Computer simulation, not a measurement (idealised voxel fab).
process module | voxel capacitor over wiring
cross-section cut | 220 nm wide | cells 5 nm
A cross-section is a grid of square cells, given in bands from the top down. A band is one or more rows of cells.
Each band's line starts with the height of the band's top and of its bottom, in nm. Then come its materials from left to right, each with its width in nm. One material with "throughout" fills the band from edge to edge. "air" is empty space.
Height 0 is the level under which the wafer as received is all one material. The lowest band goes on downwards, as in "0 down".
A width such as "30 to 40" changes by the same amount from each row of cells to the next, from the band's top row to its bottom row.
"no change" after a step means that no cell of the cross-section changed.
closed voids: empty space of 8 cells or more with no open way to the top, each as width x height at its distance from the left edge, in nm
after a step's settings: what the simulator itself notes on the step
overlay nm, on a step with a mask: how far to the right of its planned place the mask lay; to the left if negative
plan
1 op RECEIVE | material Si
2 op CONFORMAL_DEP | material SiO2 | thk nm 10
3 op DIRECTIONAL_DEP | material TiN | thk nm 5
4 op DIRECTIONAL_DEP | material W | thk nm 20
5 op MASKED_ETCH | tone cover | mask id METAL_1 | width nm 30 | pitch nm 100 | etch materials W | depth nm 20 | overlay nm 0
6 op MASKED_ETCH | tone cover | mask id METAL_1 | width nm 30 | pitch nm 100 | etch materials TiN | depth nm 5 | overlay nm 0
7 op CONFORMAL_DEP | material SiN | thk nm 5
8 op FILL_DEP | material lowk | thk nm 10
9 op CMP | height nm 35
10 op CONFORMAL_DEP | material SiCN | thk nm 5
11 op DIRECTIONAL_DEP | material lowk | thk nm 15
12 op PATTERN | tone open | mask id PLUG_1 | material resist | width nm 15 | thk nm 15 | overlay nm 0
13 op DIRECTIONAL_ETCH | etch materials lowk | depth nm 15
14 op DIRECTIONAL_ETCH | etch materials SiCN | depth nm 5
15 op STRIP | etch materials resist
16 op EPI | material Ru | thk nm 10
17 op EPI | material Ru | thk nm 10
18 op DIRECTIONAL_DEP | material TiN | thk nm 10
19 op DIRECTIONAL_DEP | material Al2O3 | thk nm 5
20 op DIRECTIONAL_DEP | material TiN | thk nm 5
21 op MASKED_ETCH | tone cover | mask id UPPER_PLATE | width nm 75 | etch materials TiN | depth nm 5 | overlay nm 0
22 op MASKED_ETCH | tone cover | mask id UPPER_PLATE | width nm 75 | etch materials Al2O3 | depth nm 5 | overlay nm 0
23 op MASKED_ETCH | tone cover | mask id LOWER_PLATE | width nm 85 | etch materials TiN | depth nm 10 | overlay nm 0
24 op FILL_DEP | material SiO2 | thk nm 15
25 op CMP | height nm 85
26 op MASKED_ETCH | tone open | mask id PLUG_2 | width nm 15 | etch materials SiO2 | depth nm 10 | overlay nm 0
27 op CONFORMAL_DEP | material TiN | thk nm 5
28 op FILL_DEP | material W | thk nm 10
29 op CMP | height nm 85
30 op CONFORMAL_DEP | material SiN | thk nm 5
as received, after step 1
  0 down: Si throughout
  closed voids: none
a wafer at the end: this start, this plan, one mistake
  90 to 85: SiN throughout
  85 to 80: SiO2 70 | TiN 5 | W 5 | TiN 5 | SiO2 135
  80 to 75: SiO2 70 | TiN 15 | SiO2 135
  75 to 70: SiO2 throughout
  70 to 65: SiO2 60 | Al2O3 75 | SiO2 85
  65 to 55: SiO2 55 | TiN 85 | SiO2 80
  55 to 40: lowk 60 | Ru 15 | lowk 145
  40 to 35: SiCN 60 | Ru 15 | SiCN 145
  35 to 15: lowk 40 | SiN 5 | W 30 | SiN 5 | lowk 60 | SiN 5 | W 30 | SiN 5 | lowk 40
  15 to 10: SiN 45 | TiN 30 | SiN 70 | TiN 30 | SiN 45
  10 to 0: SiO2 throughout
  0 down: Si throughout
  closed voids: none
what went wrong: step 20 was left out
